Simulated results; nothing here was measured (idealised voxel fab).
process module | voxel transistor to metal
cross-section cut | 280 nm wide | cells 5 nm
A cross-section is a grid of square cells, given in bands from the top down. A band is one or more rows of cells.
Each band's line starts with the height of the band's top and of its bottom, in nm. Then come its materials from left to right, each with its width in nm. One material with "throughout" fills the band from edge to edge. "air" is empty space.
Height 0 is the level under which the wafer as received is all one material. The lowest band goes on downwards, as in "0 down".
A width such as "30 to 40" changes by the same amount from each row of cells to the next, from the band's top row to its bottom row.
"no change" after a step means that no cell of the cross-section changed.
closed voids: empty space of 8 cells or more with no open way to the top, each as width x height at its distance from the left edge, in nm
after a step's settings: what the simulator itself notes on the step
overlay nm, on a step with a mask: how far to the right of its planned place the mask lay; to the left if negative
plan
1 op RECEIVE | material Si
2 op OXIDIZE | depth nm 5
3 op CONFORMAL_DEP | material SiN | thk nm 15
4 op DIRECTIONAL_DEP | material aC | thk nm 10
5 op PATTERN | tone cover | mask id ACTIVE | material resist | width nm 100 | pitch nm 125 | thk nm 30 | overlay nm 0
6 op DIRECTIONAL_ETCH | etch materials aC | depth nm 10
7 op STRIP | etch materials resist
8 op DIRECTIONAL_ETCH | etch materials SiN | depth nm 15
9 op DIRECTIONAL_ETCH | etch materials SiO2 | depth nm 5
10 op DIRECTIONAL_ETCH | etch materials Si | depth nm 35
11 op STRIP | etch materials aC
12 op OXIDIZE | depth nm 5
13 op FILL_DEP | material SiO2 | thk nm 5
14 op CMP | height nm 15
15 op SELECTIVE_ETCH | etch materials SiO2 | depth nm 15
16 op STRIP | etch materials SiN
17 op SELECTIVE_ETCH | etch materials SiO2 | depth nm 5
18 op OXIDIZE | depth nm 5
19 op DIRECTIONAL_DEP | material polySi | thk nm 20
20 op DIRECTIONAL_DEP | material SiCN | thk nm 15
21 op DIRECTIONAL_DEP | material aC | thk nm 10
22 op PATTERN | tone cover | mask id GATE | material resist | width nm 20 | pitch nm 125 | thk nm 30 | overlay nm 0
23 op DIRECTIONAL_ETCH | etch materials aC | depth nm 10
24 op STRIP | etch materials resist
25 op DIRECTIONAL_ETCH | etch materials SiCN | depth nm 25
26 op DIRECTIONAL_ETCH | etch materials polySi | depth nm 30
27 op STRIP | etch materials aC
28 op CONFORMAL_DEP | material SiO2 | thk nm 5
29 op DIRECTIONAL_ETCH | etch materials SiO2 | depth nm 5
30 op CONFORMAL_DEP | material SiN | thk nm 10
31 op DIRECTIONAL_ETCH | etch materials SiN | depth nm 10
32 op DIRECTIONAL_ETCH | etch materials SiO2 | depth nm 5
33 op DIRECTIONAL_ETCH | etch materials Si | depth nm 5
34 op EPI | material SiGe | thk nm 10
35 op FILL_DEP | material SiO2 | thk nm 10
36 op CMP | height nm 30
37 op DIRECTIONAL_DEP | material SiO2 | thk nm 15
38 op DIRECTIONAL_DEP | material aC | thk nm 15
39 op PATTERN | tone open | mask id CONTACT | material resist | width nm 25 | thk nm 35 | overlay nm 0
40 op DIRECTIONAL_ETCH | etch materials aC | depth nm 15
41 op STRIP | etch materials resist
42 op DIRECTIONAL_ETCH | etch materials SiO2 | depth nm 50
43 op STRIP | etch materials aC
44 op CONFORMAL_DEP | material TiN | thk nm 5
45 op FILL_DEP | material Ru | thk nm 10
46 op CMP | height nm 45
47 op DIRECTIONAL_DEP | material TiN | thk nm 5
48 op DIRECTIONAL_DEP | material Ru | thk nm 15
49 op DIRECTIONAL_DEP | material aC | thk nm 10
50 op PATTERN | tone cover | mask id METAL_1 | material resist | width nm 15 | thk nm 25 | overlay nm 0
51 op DIRECTIONAL_ETCH | etch materials aC | depth nm 10
52 op STRIP | etch materials resist
53 op DIRECTIONAL_ETCH | etch materials Ru | depth nm 15
54 op DIRECTIONAL_ETCH | etch materials TiN | depth nm 5
55 op STRIP | etch materials aC
56 op CONFORMAL_DEP | material SiCN | thk nm 5
57 op FILL_DEP | material lowk | thk nm 10
58 op CMP | height nm 65
59 op CONFORMAL_DEP | material SiN | thk nm 5
as received, after step 1
  0 down: Si throughout
  closed voids: none
a wafer at the end: this start, this plan, one mistake
  70 to 65: SiN throughout
  65 to 50: lowk 30 | SiCN 5 | Ru 15 | SiCN 5 | lowk 40 | SiCN 5 | Ru 15 | SiCN 5 | lowk 35 | SiCN 5 | Ru 15 | SiCN 5 | lowk 40 | SiCN 5 | Ru 15 | SiCN 5 | lowk 35
  50 to 45: SiCN 35 | TiN 15 | SiCN 50 | TiN 15 | SiCN 45 | TiN 15 | SiCN 50 | TiN 15 | SiCN 40
  45 to 35: SiO2 35 | TiN 5 | Ru 15 | TiN 5 | SiO2 30 | TiN 5 | Ru 15 | TiN 5 | SiO2 45 | TiN 5 | Ru 15 | TiN 5 | SiO2 30 | TiN 5 | Ru 15 | TiN 5 | SiO2 40
  35 to 30: SiO2 35 | TiN 5 | Ru 5 | TiN 15 | SiO2 30 | TiN 15 | Ru 5 | TiN 5 | SiO2 45 | TiN 5 | Ru 5 | TiN 15 | SiO2 30 | TiN 15 | Ru 5 | TiN 5 | SiO2 40
  30 to 15: SiO2 35 | TiN 5 | Ru 5 | TiN 5 | SiN 10 | SiO2 5 | SiCN 20 | SiO2 5 | SiN 10 | TiN 5 | Ru 5 | TiN 5 | SiO2 45 | TiN 5 | Ru 5 | TiN 5 | SiN 10 | SiO2 5 | SiCN 20 | SiO2 5 | SiN 10 | TiN 5 | Ru 5 | TiN 5 | SiO2 40
  15 to 0: SiO2 35 | TiN 5 | Ru 5 | TiN 5 | SiN 10 | SiO2 5 | polySi 20 | SiO2 5 | SiN 10 | TiN 5 | Ru 5 | TiN 5 | SiO2 45 | TiN 5 | Ru 5 | TiN 5 | SiN 10 | SiO2 5 | polySi 20 | SiO2 5 | SiN 10 | TiN 5 | Ru 5 | TiN 5 | SiO2 40
  0 to -5: SiO2 35 | TiN 15 | SiN 10 | SiO2 5 | polySi 20 | SiO2 5 | SiN 10 | TiN 15 | SiO2 45 | TiN 15 | SiN 10 | SiO2 5 | polySi 20 | SiO2 5 | SiN 10 | TiN 15 | SiO2 40
  -5 to -15: SiGe 25 to 20 | SiO2 100 to 110 | SiGe 25 to 15 | SiO2 100 to 110 | SiGe 30 to 25
  -15 to -45: Si 20 | SiO2 110 | Si 15 | SiO2 110 | Si 25
  -45 down: Si throughout
  closed voids: none
what went wrong: step 5 ran as: op PATTERN | tone open | mask id ACTIVE | material resist | width nm 100 | pitch nm 125 | thk nm 30 | overlay nm 0
